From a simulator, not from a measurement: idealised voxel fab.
Proc. module: voxel transistor to metal
Section shown: cut. Width: 210 nm. Cell size: 5 nm, square.
This document writes a cross-section as a grid whose cells are square, and gives it as bands, listed from the top down; one or more rows of cells form a band.
For a band, the entry starts with two heights in nm, that of the top and then that of the bottom, and carries on with the band's materials in order from left to right, each alongside its width in nm; the word "throughout" beside a single material means it fills the band edge to edge, and "blank" means empty space.
Height 0 is the level under which the wafer as received is all one material. The lowest band goes on downwards, as in "0 down".
Width "30..40": first value at the band's top row of cells, second value at its bottom row, equal change from row to row.
"nothing altered" means the step left every cell of the cross-section as it was.
Entry "Voids lacking openings". Content: empty spaces with no open connection to the top, size 8 cells or greater. Each: width x height at distance. Distance: from left edge. Unit: nm.
What comes after the settings on a step's line is commentary from the simulator itself on that step.
overlay nm: where the mask lay relative to plan, measured to the right, on steps with a mask; negatives go left.
Reading key. Pairs: pre-step and post-step cross-section, one process step apart; post-step view only to lowest changed band. Step between + settings: beneath pair. Runs: pairs may be from different runs of this module, same starting wafer. Continuation from pair above: only where "State on entry" entry says.

STATE ON ENTRY
    0 down  Si throughout
    Voids lacking openings: none

STEP OUTCOME
    5 to 0  SiO2 throughout
    Below 0, the layers are the same as they were.
    Voids lacking openings: none
The step that takes the structure from the upper cross-section to the lower one is CONFORMAL_DEP: material SiO2, thk nm 5

State on entry: as in the pair right above, post-step view.

STEP OUTCOME
    15 to 5  SiN throughout
    Below 5, the layers are the same as they were.
    Voids lacking openings: none
The step that takes the structure from the upper cross-section to the lower one is CONFORMAL_DEP: material SiN, thk nm 10

State on entry: as in the pair right above, post-step view.

STEP OUTCOME
    25 to 15  aC throughout
    Below 15, the layers are the same as they were.
    Voids lacking openings: none
The step that takes the structure from the upper cross-section to the lower one is DIRECTIONAL_DEP: material aC, thk nm 10

State on entry: as in the pair right above, post-step view.

STEP OUTCOME
    55 to 25  35 nm blank / 135 nm resist / 40 nm blank
    Below 25, the layers are the same as they were.
    Voids lacking openings: none
The step that takes the structure from the upper cross-section to the lower one is PATTERN: tone cover, mask id ACTIVE, material resist, width nm 135, thk nm 30, overlay nm 0

State on entry: as in the pair right above, post-step view.

STEP OUTCOME
    45 to 25  35 nm blank / 135 nm resist / 40 nm blank
    25 to 15  35 nm blank / 135 nm aC / 40 nm blank
    Below 15, the layers are the same as they were.
    Voids lacking openings: none
The step that takes the structure from the upper cross-section to the lower one is DIRECTIONAL_ETCH: etch materials aC, depth nm 10

State on entry: as in the pair right above, post-step view.

STEP OUTCOME
    25 to 15  35 nm blank / 135 nm aC / 40 nm blank
    Below 15, the layers are the same as they were.
    Voids lacking openings: none
The step that takes the structure from the upper cross-section to the lower one is STRIP: etch materials resist

State on entry: as in the pair right above, post-step view.

STEP OUTCOME
    25 to 15  35 nm blank / 135 nm aC / 40 nm blank
    15 to 5  35 nm blank / 135 nm SiN / 40 nm blank
    Below 5, the layers are the same as they were.
    Voids lacking openings: none
The step that takes the structure from the upper cross-section to the lower one is DIRECTIONAL_ETCH: etch materials SiN, depth nm 10

State on entry: as in the pair right above, post-step view.

STEP OUTCOME
    25 to 15  35 nm blank / 135 nm aC / 40 nm blank
    15 to 5  35 nm blank / 135 nm SiN / 40 nm blank
    5 to 0  35 nm blank / 135 nm SiO2 / 40 nm blank
    Below 0, the layers are the same as they were.
    Voids lacking openings: none
The step that takes the structure from the upper cross-section to the lower one is DIRECTIONAL_ETCH: etch materials SiO2, depth nm 5

State on entry: as in the pair right above, post-step view.

STEP OUTCOME
    25 to 15  35 nm blank / 135 nm aC / 40 nm blank
    15 to 5  35 nm blank / 135 nm SiN / 40 nm blank
    5 to 0  35 nm blank / 135 nm SiO2 / 40 nm blank
    0 to -25  35 nm blank / 135 nm Si / 40 nm blank
    Below -25, the layers are the same as they were.
    Voids lacking openings: none
The step that takes the structure from the upper cross-section to the lower one is DIRECTIONAL_ETCH: etch materials Si, depth nm 25

State on entry: as in the pair right above, post-step view.

STEP OUTCOME
    15 to 5  35 nm blank / 135 nm SiN / 40 nm blank
    Below 5, the layers are the same as they were.
    Voids lacking openings: none
The step that takes the structure from the upper cross-section to the lower one is STRIP: etch materials aC

State on entry: as in the pair right above, post-step view.

STEP OUTCOME
    15 to 5  35 nm blank / 135 nm SiN / 40 nm blank
    5 to 0  35 nm blank / 135 nm SiO2 / 40 nm blank
    0 to -25  35 nm blank / 5 nm SiO2 / 125 nm Si / 5 nm SiO2 / 40 nm blank
    -25 to -30  40 nm SiO2 / 125 nm Si / 45 nm SiO2
    Below -30, the layers are the same as they were.
    Voids lacking openings: none
The step that takes the structure from the upper cross-section to the lower one is OXIDIZE: depth nm 5

State on entry: as in the pair right above, post-step view.

STEP OUTCOME
    30 to 15  SiO2 throughout
    15 to 5  35 nm SiO2 / 135 nm SiN / 40 nm SiO2
    5 to 0  SiO2 throughout
    0 to -30  40 nm SiO2 / 125 nm Si / 45 nm SiO2
    Below -30, the layers are the same as they were.
    Voids lacking openings: none
The step that takes the structure from the upper cross-section to the lower one is FILL_DEP: material SiO2, thk nm 15

State on entry: as in the pair right above, post-step view.

STEP OUTCOME
    15 to 5  35 nm SiO2 / 135 nm SiN / 40 nm SiO2
    Below 5, the layers are the same as they were.
    Voids lacking openings: none
The step that takes the structure from the upper cross-section to the lower one is CMP: height nm 15

State on entry: as in the pair right above, post-step view.

STEP OUTCOME
    15 to 10  35 nm blank / 135 nm SiN / 40 nm blank
    Below 10, the layers are the same as they were.
    Voids lacking openings: none
The step that takes the structure from the upper cross-section to the lower one is SELECTIVE_ETCH: etch materials SiO2, depth nm 5

State on entry: as in the pair right above, post-step view.

STEP OUTCOME
    10 to 5  35 nm SiO2 / 135 nm blank / 40 nm SiO2
    Below 5, the layers are the same as they were.
    Voids lacking openings: none
The step that takes the structure from the upper cross-section to the lower one is STRIP: etch materials SiN

State on entry: as in the pair right above, post-step view.

STEP OUTCOME
    5 to 0  30 nm SiO2 / 145 nm blank / 35 nm SiO2
    Below 0, the layers are the same as they were.
    Voids lacking openings: none
The step that takes the structure from the upper cross-section to the lower one is SELECTIVE_ETCH: etch materials SiO2, depth nm 5

State on entry: as in the pair right above, post-step view.

STEP OUTCOME
    5 to 0  30 nm SiO2 / 145 nm blank / 35 nm SiO2
    0 to -5  SiO2 throughout
    Below -5, the layers are the same as they were.
    Voids lacking openings: none
The step that takes the structure from the upper cross-section to the lower one is OXIDIZE: depth nm 5

State on entry: as in the pair right above, post-step view.

STEP OUTCOME
    25 to 20  30 nm polySi / 145 nm blank / 35 nm polySi
    20 to 5  polySi throughout
    5 to 0  30 nm SiO2 / 145 nm polySi / 35 nm SiO2
    Below 0, the layers are the same as they were.
    Voids lacking openings: none
The step that takes the structure from the upper cross-section to the lower one is DIRECTIONAL_DEP: material polySi, thk nm 20

State on entry: as in the pair right above, post-step view.

STEP OUTCOME
    40 to 35  30 nm SiCN / 145 nm blank / 35 nm SiCN
    35 to 25  SiCN throughout
    25 to 20  30 nm polySi / 145 nm SiCN / 35 nm polySi
    Below 20, the layers are the same as they were.
    Voids lacking openings: none
The step that takes the structure from the upper cross-section to the lower one is DIRECTIONAL_DEP: material SiCN, thk nm 15

State on entry: as in the pair right above, post-step view.

STEP OUTCOME
    50 to 45  30 nm aC / 145 nm blank / 35 nm aC
    45 to 40  aC throughout
    40 to 35  30 nm SiCN / 145 nm aC / 35 nm SiCN
    Below 35, the layers are the same as they were.
    Voids lacking openings: none
The step that takes the structure from the upper cross-section to the lower one is DIRECTIONAL_DEP: material aC, thk nm 10

State on entry: as in the pair right above, post-step view.

STEP OUTCOME
    75 to 50  85 nm blank / 35 nm resist / 90 nm blank
    50 to 45  30 nm aC / 55 nm blank / 35 nm resist / 55 nm blank / 35 nm aC
    Below 45, the layers are the same as they were.
    Voids lacking openings: none
The step that takes the structure from the upper cross-section to the lower one is PATTERN: tone cover, mask id GATE, material resist, width nm 35, thk nm 25, overlay nm 0

State on entry: as in the pair right above, post-step view.

STEP OUTCOME
    65 to 45  85 nm blank / 35 nm resist / 90 nm blank
    45 to 40  85 nm blank / 35 nm aC / 90 nm blank
    40 to 35  30 nm SiCN / 55 nm blank / 35 nm aC / 55 nm blank / 35 nm SiCN
    Below 35, the layers are the same as they were.
    Voids lacking openings: none
The step that takes the structure from the upper cross-section to the lower one is DIRECTIONAL_ETCH: etch materials aC, depth nm 10

State on entry: as in the pair right above, post-step view.

STEP OUTCOME
    45 to 40  85 nm blank / 35 nm aC / 90 nm blank
    Below 40, the layers are the same as they were.
    Voids lacking openings: none
The step that takes the structure from the upper cross-section to the lower one is STRIP: etch materials resist

State on entry: as in the pair right above, post-step view.

STEP OUTCOME
    45 to 35  85 nm blank / 35 nm aC / 90 nm blank
    35 to 25  85 nm blank / 35 nm SiCN / 90 nm blank
    25 to 20  30 nm polySi / 55 nm blank / 35 nm SiCN / 55 nm blank / 35 nm polySi
    Below 20, the layers are the same as they were.
    Voids lacking openings: none
The step that takes the structure from the upper cross-section to the lower one is DIRECTIONAL_ETCH: etch materials SiCN, depth nm 25

State on entry: as in the pair right above, post-step view.

STEP OUTCOME
    45 to 35  85 nm blank / 35 nm aC / 90 nm blank
    35 to 20  85 nm blank / 35 nm SiCN / 90 nm blank
    20 to 5  85 nm blank / 35 nm polySi / 90 nm blank
    5 to 0  30 nm SiO2 / 55 nm blank / 35 nm polySi / 55 nm blank / 35 nm SiO2
    Below 0, the layers are the same as they were.
    Voids lacking openings: none
The step that takes the structure from the upper cross-section to the lower one is DIRECTIONAL_ETCH: etch materials polySi, depth nm 30

State on entry: as in the pair right above, post-step view.

STEP OUTCOME
    35 to 20  85 nm blank / 35 nm SiCN / 90 nm blank
    Below 20, the layers are the same as they were.
    Voids lacking openings: none
The step that takes the structure from the upper cross-section to the lower one is STRIP: etch materials aC

State on entry: as in the pair right above, post-step view.

STEP OUTCOME
    40 to 35  80 nm blank / 45 nm SiO2 / 85 nm blank
    35 to 20  80 nm blank / 5 nm SiO2 / 35 nm SiCN / 5 nm SiO2 / 85 nm blank
    20 to 10  80 nm blank / 5 nm SiO2 / 35 nm polySi / 5 nm SiO2 / 85 nm blank
    10 to 5  35 nm SiO2 / 45 nm blank / 5 nm SiO2 / 35 nm polySi / 5 nm SiO2 / 45 nm blank / 40 nm SiO2
    5 to 0  85 nm SiO2 / 35 nm polySi / 90 nm SiO2
    Below 0, the layers are the same as they were.
    Voids lacking openings: none
The step that takes the structure from the upper cross-section to the lower one is CONFORMAL_DEP: material SiO2, thk nm 5

State on entry: as in the pair right above, post-step view.

STEP OUTCOME
    35 to 20  80 nm blank / 5 nm SiO2 / 35 nm SiCN / 5 nm SiO2 / 85 nm blank
    20 to 5  80 nm blank / 5 nm SiO2 / 35 nm polySi / 5 nm SiO2 / 85 nm blank
    5 to 0  35 nm SiO2 / 45 nm blank / 5 nm SiO2 / 35 nm polySi / 5 nm SiO2 / 45 nm blank / 40 nm SiO2
    Below 0, the layers are the same as they were.
    Voids lacking openings: none
The step that takes the structure from the upper cross-section to the lower one is DIRECTIONAL_ETCH: etch materials SiO2, depth nm 5

State on entry: as in the pair right above, post-step view.

STEP OUTCOME
    40 to 35  75 nm blank / 55 nm SiN / 80 nm blank
    35 to 20  75 nm blank / 5 nm SiN / 5 nm SiO2 / 35 nm SiCN / 5 nm SiO2 / 5 nm SiN / 80 nm blank
    20 to 10  75 nm blank / 5 nm SiN / 5 nm SiO2 / 35 nm polySi / 5 nm SiO2 / 5 nm SiN / 80 nm blank
    10 to 5  40 nm SiN / 35 nm blank / 5 nm SiN / 5 nm SiO2 / 35 nm polySi / 5 nm SiO2 / 5 nm SiN / 35 nm blank / 45 nm SiN
    5 to 0  35 nm SiO2 / 45 nm SiN / 5 nm SiO2 / 35 nm polySi / 5 nm SiO2 / 45 nm SiN / 40 nm SiO2
    Below 0, the layers are the same as they were.
    Voids lacking openings: none
The step that takes the structure from the upper cross-section to the lower one is CONFORMAL_DEP: material SiN, thk nm 5

State on entry: as in the pair right above, post-step view.

STEP OUTCOME
    35 to 20  75 nm blank / 5 nm SiN / 5 nm SiO2 / 35 nm SiCN / 5 nm SiO2 / 5 nm SiN / 80 nm blank
    20 to 5  75 nm blank / 5 nm SiN / 5 nm SiO2 / 35 nm polySi / 5 nm SiO2 / 5 nm SiN / 80 nm blank
    5 to 0  35 nm SiO2 / 5 nm SiN / 35 nm blank / 5 nm SiN / 5 nm SiO2 / 35 nm polySi / 5 nm SiO2 / 5 nm SiN / 35 nm blank / 5 nm SiN / 40 nm SiO2
    Below 0, the layers are the same as they were.
    Voids lacking openings: none
The step that takes the structure from the upper cross-section to the lower one is DIRECTIONAL_ETCH: etch materials SiN, depth nm 5

State on entry: as in the pair right above, post-step view.

STEP OUTCOME
    35 to 30  75 nm blank / 5 nm SiN / 5 nm blank / 35 nm SiCN / 5 nm blank / 5 nm SiN / 80 nm blank
    30 to 20  75 nm blank / 5 nm SiN / 5 nm SiO2 / 35 nm SiCN / 5 nm SiO2 / 5 nm SiN / 80 nm blank
    20 to 5  75 nm blank / 5 nm SiN / 5 nm SiO2 / 35 nm polySi / 5 nm SiO2 / 5 nm SiN / 80 nm blank
    5 to 0  35 nm blank / 5 nm SiN / 35 nm blank / 5 nm SiN / 5 nm SiO2 / 35 nm polySi / 5 nm SiO2 / 5 nm SiN / 35 nm blank / 5 nm SiN / 40 nm blank
    0 to -5  40 nm SiO2 / 35 nm blank / 55 nm SiO2 / 35 nm blank / 45 nm SiO2
    Below -5, the layers are the same as they were.
    Voids lacking openings: none
The step that takes the structure from the upper cross-section to the lower one is DIRECTIONAL_ETCH: etch materials SiO2, depth nm 5

State on entry: as in the pair right above, post-step view.

STEP OUTCOME
    35 to 30  75 nm blank / 5 nm SiN / 5 nm blank / 35 nm SiCN / 5 nm blank / 5 nm SiN / 80 nm blank
    30 to 20  75 nm blank / 5 nm SiN / 5 nm SiO2 / 35 nm SiCN / 5 nm SiO2 / 5 nm SiN / 80 nm blank
    20 to 5  75 nm blank / 5 nm SiN / 5 nm SiO2 / 35 nm polySi / 5 nm SiO2 / 5 nm SiN / 80 nm blank
    5 to 0  35 nm blank / 5 nm SiN / 35 nm blank / 5 nm SiN / 5 nm SiO2 / 35 nm polySi / 5 nm SiO2 / 5 nm SiN / 35 nm blank / 5 nm SiN / 40 nm blank
    0 to -5  40 nm SiO2 / 35 nm pSi / 55 nm SiO2 / 35 nm pSi / 45 nm SiO2
    Below -5, the layers are the same as they were.
    Voids lacking openings: none
The step that takes the structure from the upper cross-section to the lower one is EPI: material pSi, thk nm 5

State on entry: as in the pair right above, post-step view.

STEP OUTCOME
    45 to 35  SiO2 throughout
    35 to 20  75 nm SiO2 / 5 nm SiN / 5 nm SiO2 / 35 nm SiCN / 5 nm SiO2 / 5 nm SiN / 80 nm SiO2
    20 to 5  75 nm SiO2 / 5 nm SiN / 5 nm SiO2 / 35 nm polySi / 5 nm SiO2 / 5 nm SiN / 80 nm SiO2
    5 to 0  35 nm SiO2 / 5 nm SiN / 35 nm SiO2 / 5 nm SiN / 5 nm SiO2 / 35 nm polySi / 5 nm SiO2 / 5 nm SiN / 35 nm SiO2 / 5 nm SiN / 40 nm SiO2
    Below 0, the layers are the same as they were.
    Voids lacking openings: none
The step that takes the structure from the upper cross-section to the lower one is FILL_DEP: material SiO2, thk nm 10

State on entry: as in the pair right above, post-step view.

STEP OUTCOME
    20 to 5  75 nm SiO2 / 5 nm SiN / 5 nm SiO2 / 35 nm polySi / 5 nm SiO2 / 5 nm SiN / 80 nm SiO2
    Below 5, the layers are the same as they were.
    Voids lacking openings: none
The step that takes the structure from the upper cross-section to the lower one is CMP: height nm 20

State on entry: as in the pair right above, post-step view.

STEP OUTCOME
    20 to 5  75 nm SiO2 / 5 nm SiN / 5 nm SiO2 / 35 nm blank / 5 nm SiO2 / 5 nm SiN / 80 nm SiO2
    5 to 0  35 nm SiO2 / 5 nm SiN / 35 nm SiO2 / 5 nm SiN / 5 nm SiO2 / 35 nm blank / 5 nm SiO2 / 5 nm SiN / 35 nm SiO2 / 5 nm SiN / 40 nm SiO2
    Below 0, the layers are the same as they were.
    Voids lacking openings: none
The step that takes the structure from the upper cross-section to the lower one is STRIP: etch materials polySi

State on entry: as in the pair right above, post-step view.

STEP OUTCOME
    20 to 15  75 nm blank / 5 nm SiN / 45 nm blank / 5 nm SiN / 80 nm blank
    15 to 5  75 nm SiO2 / 5 nm SiN / 45 nm blank / 5 nm SiN / 80 nm SiO2
    5 to 0  35 nm SiO2 / 5 nm SiN / 35 nm SiO2 / 5 nm SiN / 45 nm blank / 5 nm SiN / 35 nm SiO2 / 5 nm SiN / 40 nm SiO2
    0 to -5  40 nm SiO2 / 35 nm pSi / 5 nm SiO2 / 45 nm blank / 5 nm SiO2 / 35 nm pSi / 45 nm SiO2
    Below -5, the layers are the same as they were.
    Voids lacking openings: none
The step that takes the structure from the upper cross-section to the lower one is SELECTIVE_ETCH: etch materials SiO2, depth nm 5

State on entry: as in the pair right above, post-step view.

STEP OUTCOME
    25 to 20  70 nm blank / 15 nm HfO2 / 35 nm blank / 15 nm HfO2 / 75 nm blank
    20 to 15  75 nm HfO2 / 5 nm SiN / 5 nm HfO2 / 35 nm blank / 5 nm HfO2 / 5 nm SiN / 80 nm HfO2
    15 to 5  75 nm SiO2 / 5 nm SiN / 5 nm HfO2 / 35 nm blank / 5 nm HfO2 / 5 nm SiN / 80 nm SiO2
    5 to 0  35 nm SiO2 / 5 nm SiN / 35 nm SiO2 / 5 nm SiN / 5 nm HfO2 / 35 nm blank / 5 nm HfO2 / 5 nm SiN / 35 nm SiO2 / 5 nm SiN / 40 nm SiO2
    0 to -5  40 nm SiO2 / 35 nm pSi / 5 nm SiO2 / 45 nm HfO2 / 5 nm SiO2 / 35 nm pSi / 45 nm SiO2
    Below -5, the layers are the same as they were.
    Voids lacking openings: none
The step that takes the structure from the upper cross-section to the lower one is CONFORMAL_DEP: material HfO2, thk nm 5

State on entry: as in the pair right above, post-step view.

STEP OUTCOME
    30 to 25  65 nm blank / 25 nm TiN / 25 nm blank / 25 nm TiN / 70 nm blank
    25 to 20  70 nm TiN / 15 nm HfO2 / 5 nm TiN / 25 nm blank / 5 nm TiN / 15 nm HfO2 / 75 nm TiN
    20 to 15  75 nm HfO2 / 5 nm SiN / 5 nm HfO2 / 5 nm TiN / 25 nm blank / 5 nm TiN / 5 nm HfO2 / 5 nm SiN / 80 nm HfO2
    15 to 5  75 nm SiO2 / 5 nm SiN / 5 nm HfO2 / 5 nm TiN / 25 nm blank / 5 nm TiN / 5 nm HfO2 / 5 nm SiN / 80 nm SiO2
    5 to 0  35 nm SiO2 / 5 nm SiN / 35 nm SiO2 / 5 nm SiN / 5 nm HfO2 / 35 nm TiN / 5 nm HfO2 / 5 nm SiN / 35 nm SiO2 / 5 nm SiN / 40 nm SiO2
    Below 0, the layers are the same as they were.
    Voids lacking openings: none
The step that takes the structure from the upper cross-section to the lower one is CONFORMAL_DEP: material TiN, thk nm 5

State on entry: as in the pair right above, post-step view.

STEP OUTCOME
    40 to 30  W throughout
    30 to 25  65 nm W / 25 nm TiN / 25 nm W / 25 nm TiN / 70 nm W
    25 to 20  70 nm TiN / 15 nm HfO2 / 5 nm TiN / 25 nm W / 5 nm TiN / 15 nm HfO2 / 75 nm TiN
    20 to 15  75 nm HfO2 / 5 nm SiN / 5 nm HfO2 / 5 nm TiN / 25 nm W / 5 nm TiN / 5 nm HfO2 / 5 nm SiN / 80 nm HfO2
    15 to 5  75 nm SiO2 / 5 nm SiN / 5 nm HfO2 / 5 nm TiN / 25 nm W / 5 nm TiN / 5 nm HfO2 / 5 nm SiN / 80 nm SiO2
    Below 5, the layers are the same as they were.
    Voids lacking openings: none
The step that takes the structure from the upper cross-section to the lower one is FILL_DEP: material W, thk nm 10

State on entry: as in the pair right above, post-step view.

STEP OUTCOME
    15 to 5  75 nm SiO2 / 5 nm SiN / 5 nm HfO2 / 5 nm TiN / 25 nm W / 5 nm TiN / 5 nm HfO2 / 5 nm SiN / 80 nm SiO2
    Below 5, the layers are the same as they were.
    Voids lacking openings: none
The step that takes the structure from the upper cross-section to the lower one is CMP: height nm 15

State on entry: as in the pair right above, post-step view.

STEP OUTCOME
    30 to 15  SiO2 throughout
    Below 15, the layers are the same as they were.
    Voids lacking openings: none
The step that takes the structure from the upper cross-section to the lower one is DIRECTIONAL_DEP: material SiO2, thk nm 15

State on entry: as in the pair right above, post-step view.

STEP OUTCOME
    30 to 15  45 nm SiO2 / 20 nm blank / 75 nm SiO2 / 20 nm blank / 50 nm SiO2
    15 to 5  45 nm SiO2 / 20 nm blank / 10 nm SiO2 / 5 nm SiN / 5 nm HfO2 / 5 nm TiN / 25 nm W / 5 nm TiN / 5 nm HfO2 / 5 nm SiN / 10 nm SiO2 / 20 nm blank / 50 nm SiO2
    5 to 0  35 nm SiO2 / 5 nm SiN / 5 nm SiO2 / 20 nm blank / 10 nm SiO2 / 5 nm SiN / 5 nm HfO2 / 35 nm TiN / 5 nm HfO2 / 5 nm SiN / 10 nm SiO2 / 20 nm blank / 5 nm SiO2 / 5 nm SiN / 40 nm SiO2
    Below 0, the layers are the same as they were.
    Voids lacking openings: none
The step that takes the structure from the upper cross-section to the lower one is MASKED_ETCH: tone open, mask id CONTACT, width nm 20, pitch nm 95, etch materials SiO2, depth nm 30, overlay nm 0

State on entry: as in the pair right above, post-step view.

STEP OUTCOME
    35 to 30  50 nm TiN / 10 nm blank / 85 nm TiN / 10 nm blank / 55 nm TiN
    30 to 15  45 nm SiO2 / 5 nm TiN / 10 nm blank / 5 nm TiN / 75 nm SiO2 / 5 nm TiN / 10 nm blank / 5 nm TiN / 50 nm SiO2
    15 to 5  45 nm SiO2 / 5 nm TiN / 10 nm blank / 5 nm TiN / 10 nm SiO2 / 5 nm SiN / 5 nm HfO2 / 5 nm TiN / 25 nm W / 5 nm TiN / 5 nm HfO2 / 5 nm SiN / 10 nm SiO2 / 5 nm TiN / 10 nm blank / 5 nm TiN / 50 nm SiO2
    5 to 0  35 nm SiO2 / 5 nm SiN / 5 nm SiO2 / 20 nm TiN / 10 nm SiO2 / 5 nm SiN / 5 nm HfO2 / 35 nm TiN / 5 nm HfO2 / 5 nm SiN / 10 nm SiO2 / 20 nm TiN / 5 nm SiO2 / 5 nm SiN / 40 nm SiO2
    Below 0, the layers are the same as they were.
    Voids lacking openings: none
The step that takes the structure from the upper cross-section to the lower one is CONFORMAL_DEP: material TiN, thk nm 5

State on entry: as in the pair right above, post-step view.

STEP OUTCOME
    45 to 35  W throughout
    35 to 30  50 nm TiN / 10 nm W / 85 nm TiN / 10 nm W / 55 nm TiN
    30 to 15  45 nm SiO2 / 5 nm TiN / 10 nm W / 5 nm TiN / 75 nm SiO2 / 5 nm TiN / 10 nm W / 5 nm TiN / 50 nm SiO2
    15 to 5  45 nm SiO2 / 5 nm TiN / 10 nm W / 5 nm TiN / 10 nm SiO2 / 5 nm SiN / 5 nm HfO2 / 5 nm TiN / 25 nm W / 5 nm TiN / 5 nm HfO2 / 5 nm SiN / 10 nm SiO2 / 5 nm TiN / 10 nm W / 5 nm TiN / 50 nm SiO2
    Below 5, the layers are the same as they were.
    Voids lacking openings: none
The step that takes the structure from the upper cross-section to the lower one is FILL_DEP: material W, thk nm 10

State on entry: as in the pair right above, post-step view.

STEP OUTCOME
    30 to 15  45 nm SiO2 / 5 nm TiN / 10 nm W / 5 nm TiN / 75 nm SiO2 / 5 nm TiN / 10 nm W / 5 nm TiN / 50 nm SiO2
    Below 15, the layers are the same as they were.
    Voids lacking openings: none
The step that takes the structure from the upper cross-section to the lower one is CMP: height nm 30

State on entry: as in the pair right above, post-step view.

STEP OUTCOME
    35 to 30  SiN throughout
    Below 30, the layers are the same as they were.
    Voids lacking openings: none
The step that takes the structure from the upper cross-section to the lower one is CONFORMAL_DEP: material SiN, thk nm 5

State on entry: as in the pair right above, post-step view.

STEP OUTCOME
    50 to 35  SiO2 throughout
    Below 35, the layers are the same as they were.
    Voids lacking openings: none
The step that takes the structure from the upper cross-section to the lower one is DIRECTIONAL_DEP: material SiO2, thk nm 15

State on entry: as in the pair right above, post-step view.

STEP OUTCOME
    70 to 50  45 nm resist / 20 nm blank / 75 nm resist / 20 nm blank / 50 nm resist
    Below 50, the layers are the same as they were.
    Voids lacking openings: none
The step that takes the structure from the upper cross-section to the lower one is PATTERN: tone open, mask id METAL_1, material resist, width nm 20, pitch nm 95, thk nm 20, overlay nm 0

State on entry: as in the pair right above, post-step view.

STEP OUTCOME
    70 to 50  45 nm resist / 20 nm blank / 75 nm resist / 20 nm blank / 50 nm resist
    50 to 35  45 nm SiO2 / 20 nm blank / 75 nm SiO2 / 20 nm blank / 50 nm SiO2
    Below 35, the layers are the same as they were.
    Voids lacking openings: none
The step that takes the structure from the upper cross-section to the lower one is DIRECTIONAL_ETCH: etch materials SiO2, depth nm 15

State on entry: as in the pair right above, post-step view.

STEP OUTCOME
    70 to 50  45 nm resist / 20 nm blank / 75 nm resist / 20 nm blank / 50 nm resist
    50 to 35  45 nm SiO2 / 20 nm blank / 75 nm SiO2 / 20 nm blank / 50 nm SiO2
    35 to 30  45 nm SiN / 20 nm blank / 75 nm SiN / 20 nm blank / 50 nm SiN
    Below 30, the layers are the same as they were.
    Voids lacking openings: none
The step that takes the structure from the upper cross-section to the lower one is DIRECTIONAL_ETCH: etch materials SiN, depth nm 5

State on entry: as in the pair right above, post-step view.

STEP OUTCOME
    50 to 35  45 nm SiO2 / 20 nm blank / 75 nm SiO2 / 20 nm blank / 50 nm SiO2
    Below 35, the layers are the same as they were.
    Voids lacking openings: none
The step that takes the structure from the upper cross-section to the lower one is STRIP: etch materials resist

State on entry: as in the pair right above, post-step view.

STEP OUTCOME
    55 to 50  50 nm TiN / 10 nm blank / 85 nm TiN / 10 nm blank / 55 nm TiN
    50 to 35  45 nm SiO2 / 5 nm TiN / 10 nm blank / 5 nm TiN / 75 nm SiO2 / 5 nm TiN / 10 nm blank / 5 nm TiN / 50 nm SiO2
    35 to 30  45 nm SiN / 20 nm TiN / 75 nm SiN / 20 nm TiN / 50 nm SiN
    Below 30, the layers are the same as they were.
    Voids lacking openings: none
The step that takes the structure from the upper cross-section to the lower one is CONFORMAL_DEP: material TiN, thk nm 5

State on entry: as in the pair right above, post-step view.

STEP OUTCOME
    65 to 55  Cu throughout
    55 to 50  50 nm TiN / 10 nm Cu / 85 nm TiN / 10 nm Cu / 55 nm TiN
    50 to 35  45 nm SiO2 / 5 nm TiN / 10 nm Cu / 5 nm TiN / 75 nm SiO2 / 5 nm TiN / 10 nm Cu / 5 nm TiN / 50 nm SiO2
    Below 35, the layers are the same as they were.
    Voids lacking openings: none
The step that takes the structure from the upper cross-section to the lower one is FILL_DEP: material Cu, thk nm 10

State on entry: as in the pair right above, post-step view.

STEP OUTCOME
    50 to 35  45 nm SiO2 / 5 nm TiN / 10 nm Cu / 5 nm TiN / 75 nm SiO2 / 5 nm TiN / 10 nm Cu / 5 nm TiN / 50 nm SiO2
    Below 35, the layers are the same as they were.
    Voids lacking openings: none
The step that takes the structure from the upper cross-section to the lower one is CMP: height nm 50

State on entry: as in the pair right above, post-step view.

STEP OUTCOME
    55 to 50  40 nm blank / 30 nm Ru / 65 nm blank / 30 nm Ru / 45 nm blank
    Below 50, the layers are the same as they were.
    Voids lacking openings: none
The step that takes the structure from the upper cross-section to the lower one is EPI: material Ru, thk nm 5

State on entry: as in the pair right above, post-step view.

STEP OUTCOME
    60 to 55  SiCN throughout
    55 to 50  40 nm SiCN / 30 nm Ru / 65 nm SiCN / 30 nm Ru / 45 nm SiCN
    Below 50, the layers are the same as they were.
    Voids lacking openings: none
The step that takes the structure from the upper cross-section to the lower one is FILL_DEP: material SiCN, thk nm 5

STATE ON ENTRY
    35 to 20  80 nm blank / 5 nm SiO2 / 35 nm SiCN / 5 nm SiO2 / 85 nm blank
    20 to 5  80 nm blank / 5 nm SiO2 / 35 nm polySi / 5 nm SiO2 / 85 nm blank
    5 to 0  35 nm SiO2 / 45 nm blank / 5 nm SiO2 / 35 nm polySi / 5 nm SiO2 / 45 nm blank / 40 nm SiO2
    0 to -5  SiO2 throughout
    -5 to -30  40 nm SiO2 / 125 nm Si / 45 nm SiO2
    -30 down  Si throughout
    Voids lacking openings: none

STEP OUTCOME
    35 to 30  85 nm blank / 35 nm SiCN / 90 nm blank
    30 to 20  80 nm blank / 5 nm SiO2 / 35 nm SiCN / 5 nm SiO2 / 85 nm blank
    20 to 0  80 nm blank / 5 nm SiO2 / 35 nm polySi / 5 nm SiO2 / 85 nm blank
    0 to -5  35 nm SiO2 / 45 nm blank / 45 nm SiO2 / 45 nm blank / 40 nm SiO2
    Below -5, the layers are the same as they were.
    Voids lacking openings: none
The step that takes the structure from the upper cross-section to the lower one is DIRECTIONAL_ETCH: etch materials SiO2, depth nm 5

State on entry: as in the pair right above, post-step view.

STEP OUTCOME
    35 to 30  85 nm blank / 35 nm SiCN / 90 nm blank
    30 to 20  80 nm blank / 5 nm SiO2 / 35 nm SiCN / 5 nm SiO2 / 85 nm blank
    20 to 0  80 nm blank / 5 nm SiO2 / 35 nm polySi / 5 nm SiO2 / 85 nm blank
    0 to -5  35 nm SiO2 / 45 nm pSi / 45 nm SiO2 / 45 nm pSi / 40 nm SiO2
    Below -5, the layers are the same as they were.
    Voids lacking openings: none
The step that takes the structure from the upper cross-section to the lower one is EPI: material pSi, thk nm 5

State on entry: as in the pair right above, post-step view.

STEP OUTCOME
    45 to 35  SiO2 throughout
    35 to 20  85 nm SiO2 / 35 nm SiCN / 90 nm SiO2
    20 to 0  85 nm SiO2 / 35 nm polySi / 90 nm SiO2
    Below 0, the layers are the same as they were.
    Voids lacking openings: none
The step that takes the structure from the upper cross-section to the lower one is FILL_DEP: material SiO2, thk nm 10

State on entry: as in the pair right above, post-step view.

STEP OUTCOME
    20 to 0  85 nm SiO2 / 35 nm polySi / 90 nm SiO2
    Below 0, the layers are the same as they were.
    Voids lacking openings: none
The step that takes the structure from the upper cross-section to the lower one is CMP: height nm 20
